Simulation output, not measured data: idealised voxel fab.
Proc. module: voxel lift off
155 nm wide, 5 nm square cells: that's cross-section cut.
Throughout this document, each cross-section is represented as a grid of square cells and is presented as a sequence of bands enumerated from the top downward, where a band comprises one or more rows of cells.
Band entry format. Leading values: height of top, height of bottom, nm. Remainder: materials in left-to-right order, each with its width in nm. Special words: "edge to edge" on a single material, which then fills the band edge to edge; "blank", empty space.
Beneath 0, the wafer as received is one material, and that level is where height counting begins. The lowest band goes on downward without a bottom; it is written like "0 and below".
Quick explanation for "30..40": the width changes in equal steps down the rows of cells, from the first number in the band's top row to the second number in its bottom row.
"remained the same" (step): cross-section cells unchanged, all of them.
The entry "Enclosed void entries" lists the empty spaces that cover at least 8 cells and have no open path to the top. Each is written as width x height at distance, where the distance is measured from the left edge and all three values are in nm.
Step line, after settings: the simulator's comment on this step.
A step's line can hold "overlay nm"; with a mask on that step, the setting says how far right of the planned place the mask lay, while a negative setting says it lay to the left.

# Planned process steps
1: RECEIVE with material Si
2: CONFORMAL_DEP with material SiN, thk nm 10
3: PATTERN with tone open, mask id LINES, material resist, width nm 25, pitch nm 40, thk nm 30, overlay nm 0
4: DIRECTIONAL_DEP with material Ru, thk nm 15
5: STRIP with etch materials resist
6: CONFORMAL_DEP with material SiCN, thk nm 5

# First out of two wafers; run went to plan

# Wafer as received: cross-section following step 1
- 0 and below | Si edge to edge
- Enclosed void entries: none

# State of the wafer after step 2, shown in cross-section
- 10 down to 0 | SiN edge to edge
- All layers under 0 are left as they were.

# State of the wafer after step 3, shown in cross-section
- 40 down to 10 | resist 25 nm; blank 25 nm; resist 15 nm; blank 25 nm; resist 15 nm; blank 25 nm; resist 25 nm
- All layers under 10 are left as they were.

# State of the wafer after step 4, shown in cross-section
- 55 down to 40 | Ru 25 nm; blank 25 nm; Ru 15 nm; blank 25 nm; Ru 15 nm; blank 25 nm; Ru 25 nm
- 40 down to 25 | resist 25 nm; blank 25 nm; resist 15 nm; blank 25 nm; resist 15 nm; blank 25 nm; resist 25 nm
- 25 down to 10 | resist 25 nm; Ru 25 nm; resist 15 nm; Ru 25 nm; resist 15 nm; Ru 25 nm; resist 25 nm
- All layers under 10 are left as they were.

# State of the wafer after step 5, shown in cross-section
- 25 down to 10 | blank 25 nm; Ru 25 nm; blank 15 nm; Ru 25 nm; blank 15 nm; Ru 25 nm; blank 25 nm
- All layers under 10 are left as they were.

# State of the wafer after step 6, shown in cross-section
- 30 down to 25 | blank 20 nm; SiCN 35 nm; blank 5 nm; SiCN 35 nm; blank 5 nm; SiCN 35 nm; blank 20 nm
- 25 down to 15 | blank 20 nm; SiCN 5 nm; Ru 25 nm; SiCN 5 nm; blank 5 nm; SiCN 5 nm; Ru 25 nm; SiCN 5 nm; blank 5 nm; SiCN 5 nm; Ru 25 nm; SiCN 5 nm; blank 20 nm
- 15 down to 10 | SiCN 25 nm; Ru 25 nm; SiCN 15 nm; Ru 25 nm; SiCN 15 nm; Ru 25 nm; SiCN 25 nm
- All layers under 10 are left as they were.

# The remaining wafer, second of the two, started like the first and was run to the same plan, except that one mistake was made along the way; the two coincide through step 2, inclusive

# Cross-sectional representation of the second wafer at the time designated in the plan for the completion of step 3
- 40 down to 10 | blank 25 nm; resist 25 nm; blank 15 nm; resist 25 nm; blank 15 nm; resist 25 nm; blank 25 nm
- All layers under 10 are left as they were.

# Cross-sectional representation of the second wafer at the time designated in the plan for the completion of step 4
- 55 down to 40 | blank 25 nm; Ru 25 nm; blank 15 nm; Ru 25 nm; blank 15 nm; Ru 25 nm; blank 25 nm
- 40 down to 25 | blank 25 nm; resist 25 nm; blank 15 nm; resist 25 nm; blank 15 nm; resist 25 nm; blank 25 nm
- 25 down to 10 | Ru 25 nm; resist 25 nm; Ru 15 nm; resist 25 nm; Ru 15 nm; resist 25 nm; Ru 25 nm
- All layers under 10 are left as they were.

# Cross-sectional representation of the second wafer at the time designated in the plan for the completion of step 5
- 25 down to 10 | Ru 25 nm; blank 25 nm; Ru 15 nm; blank 25 nm; Ru 15 nm; blank 25 nm; Ru 25 nm
- All layers under 10 are left as they were.

# Cross-sectional representation of the second wafer at the time designated in the plan for the completion of step 6
- 30 down to 25 | SiCN 30 nm; blank 15 nm; SiCN 25 nm; blank 15 nm; SiCN 25 nm; blank 15 nm; SiCN 30 nm
- 25 down to 15 | Ru 25 nm; SiCN 5 nm; blank 15 nm; SiCN 5 nm; Ru 15 nm; SiCN 5 nm; blank 15 nm; SiCN 5 nm; Ru 15 nm; SiCN 5 nm; blank 15 nm; SiCN 5 nm; Ru 25 nm
- 15 down to 10 | Ru 25 nm; SiCN 25 nm; Ru 15 nm; SiCN 25 nm; Ru 15 nm; SiCN 25 nm; Ru 25 nm
- All layers under 10 are left as they were.
What broke from the plan during processing? off-plan run, step 3, actual operation and settings PATTERN with tone cover, mask id LINES, material resist, width nm 25, pitch nm 40, thk nm 30, overlay nm 0
Wrapping up, a cell-based count of both wafers puts the second over or under the first for these materials: 3 more of Ru
